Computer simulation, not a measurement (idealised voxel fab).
Process module name: voxel spacer lines
It is cross-section cut that appears here, measuring 280 nm in width, its square cells being 5 nm in size.
Notation: cross-section as square-cell grid; stated in bands, top first, going down; one or more cell rows per band. Look at the band entry: it leads with the top's height and the bottom's height in nm. Then it lists the materials left to right, with a width in nm for each. The word "everywhere" on a single material says that material fills the band edge to edge. The word "blank" is empty space. Counting heights begins at 0, where everything beneath is, in the wafer as received, one material. The lowest band has no bottom; it goes on downwards, as "top 0, no bottom" shows. With a width like "30->40", each row of cells in the band differs from the next by the same amount, the top row carrying the first number and the bottom row the second. Any step labelled "identical to before" changed none of the cells in the cross-section. Under "Sealed internal voids" you'll find the enclosed gaps, the ones with no way out to the top, that are 8 cells or bigger; each reads width x height at distance, with distance counted from the left edge, everything in nm. It should be noted that, on the line of a given step, the content following the step's settings is a remark produced by the simulator itself with respect to that step. "overlay nm" answers the question of how far to the right of plan the mask lay on a step that has a mask, and when it is negative the answer is to the left.
BELOW IS THE LIST OF PLANNED PROCESS STEPS
- 1: RECEIVE, material Si
- 2: CONFORMAL_DEP, material Al2O3, thk nm 10
- 3: DIRECTIONAL_DEP, material SiN, thk nm 10
- 4: DIRECTIONAL_DEP, material aC, thk nm 20
- 5: PATTERN, tone cover, mask id MANDREL, material resist, width nm 25, pitch nm 70, thk nm 30, overlay nm 0
- 6: DIRECTIONAL_ETCH, etch materials aC, depth nm 20
- 7: STRIP, etch materials resist
- 8: CONFORMAL_DEP, material SiO2, thk nm 10
- 9: DIRECTIONAL_ETCH, etch materials SiO2, depth nm 10
- 10: STRIP, etch materials aC
- 11: DIRECTIONAL_ETCH, etch materials SiN, depth nm 10
- 12: STRIP, etch materials SiO2
WAFER AT RECEIPT (POST STEP 1), CROSS-SECTION
- top 0, no bottom | Si everywhere
- Sealed internal voids: none
CROSS-SECTION: FIRST OF TWO WAFERS, MODULE FINISHED, RUN ACCORDING TO PLAN
- top 20, bottom 10 | blank 45 nm / SiN 10 nm / blank 25 nm / SiN 10 nm / blank 25 nm / SiN 10 nm / blank 25 nm / SiN 10 nm / blank 25 nm / SiN 10 nm / blank 25 nm / SiN 10 nm / blank 50 nm
- top 10, bottom 0 | Al2O3 everywhere
- top 0, no bottom | Si everywhere
- Sealed internal voids: none
SECOND WAFER OF THE TWO, SECTIONED AT THE END OF THE MODULE. IT BEGAN LIKE THE FIRST AND FOLLOWED THE SAME PLAN, BUT ONE MISTAKE WAS MADE WHILE RUNNING IT
- top 20, bottom 10 | blank 35 nm / SiN 10 nm / blank 25 nm / SiN 10 nm / blank 25 nm / SiN 10 nm / blank 25 nm / SiN 10 nm / blank 25 nm / SiN 10 nm / blank 25 nm / SiN 10 nm / blank 60 nm
- top 10, bottom 0 | Al2O3 everywhere
- top 0, no bottom | Si everywhere
- Sealed internal voids: none
Deviation noted in wafer processing: the process deviated at step 5: the operation and settings actually run there were PATTERN, tone cover, mask id MANDREL, material resist, width nm 25, pitch nm 70, thk nm 30, overlay nm -10
End check, second vs first wafer: material counts in cells match, positions do not.
